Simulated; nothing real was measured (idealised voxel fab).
process module | voxel self aligned vias
cross-section cut | 210 nm wide | cells 5 nm
A cross-section is a grid of square cells, given in bands from the top down. A band is one or more rows of cells.
Each band's line starts with the height of the band's top and of its bottom, in nm. Then come its materials from left to right, each with its width in nm. One material with "throughout" fills the band from edge to edge. "air" is empty space.
Height 0 is the level under which the wafer as received is all one material. The lowest band goes on downwards, as in "0 down".
A width such as "30 to 40" changes by the same amount from each row of cells to the next, from the band's top row to its bottom row.
"no change" after a step means that no cell of the cross-section changed.
closed voids: empty space of 8 cells or more with no open way to the top, each as width x height at its distance from the left edge, in nm
after a step's settings: what the simulator itself notes on the step
overlay nm, on a step with a mask: how far to the right of its planned place the mask lay; to the left if negative
plan
1 op RECEIVE | material Si
2 op CONFORMAL_DEP | material SiO2 | thk nm 15
3 op CONFORMAL_DEP | material SiCN | thk nm 5
4 op DIRECTIONAL_DEP | material lowk | thk nm 20
5 op DIRECTIONAL_DEP | material aC | thk nm 10
6 op PATTERN | tone open | mask id LINES | material resist | width nm 25 | pitch nm 65 | thk nm 25 | overlay nm 0
7 op DIRECTIONAL_ETCH | etch materials aC | depth nm 10
8 op STRIP | etch materials resist
9 op DIRECTIONAL_ETCH | etch materials lowk | depth nm 20
10 op STRIP | etch materials aC
11 op CONFORMAL_DEP | material TiN | thk nm 5
12 op FILL_DEP | material Ru | thk nm 10
13 op CMP | height nm 40
14 op SELECTIVE_ETCH | etch materials W Ru TiN | depth nm 10
15 op FILL_DEP | material SiN | thk nm 10
16 op CMP | height nm 40
17 op DIRECTIONAL_DEP | material lowk | thk nm 15
18 op PATTERN | tone open | mask id VIAS | material resist | width nm 45 | pitch nm 65 | thk nm 15 | overlay nm 0
19 op DIRECTIONAL_ETCH | etch materials lowk | depth nm 15
20 op DIRECTIONAL_ETCH | etch materials SiN | depth nm 10
21 op STRIP | etch materials resist
22 op CONFORMAL_DEP | material TiN | thk nm 5
23 op FILL_DEP | material W | thk nm 5
24 op CMP | height nm 55
25 op CONFORMAL_DEP | material SiN | thk nm 5
as received, after step 1
  0 down: Si throughout
  closed voids: none
a wafer at the end: this start, this plan, one mistake
  60 to 55: SiN throughout
  55 to 35: lowk 15 | TiN 5 | W 35 | TiN 5 | lowk 20 | TiN 5 | W 35 | TiN 5 | lowk 20 | TiN 5 | W 35 | TiN 5 | lowk 20
  35 to 30: lowk 15 | TiN 45 | lowk 20 | TiN 45 | lowk 20 | TiN 45 | lowk 20
  30 to 25: lowk 15 | TiN 15 | Ru 15 | TiN 15 | lowk 20 | TiN 15 | Ru 15 | TiN 15 | lowk 20 | TiN 15 | Ru 15 | TiN 15 | lowk 20
  25 to 20: lowk 25 | TiN 25 | lowk 40 | TiN 25 | lowk 40 | TiN 25 | lowk 30
  20 to 15: SiCN throughout
  15 to 0: SiO2 throughout
  0 down: Si throughout
  closed voids: none
what went wrong: step 19 was run twice
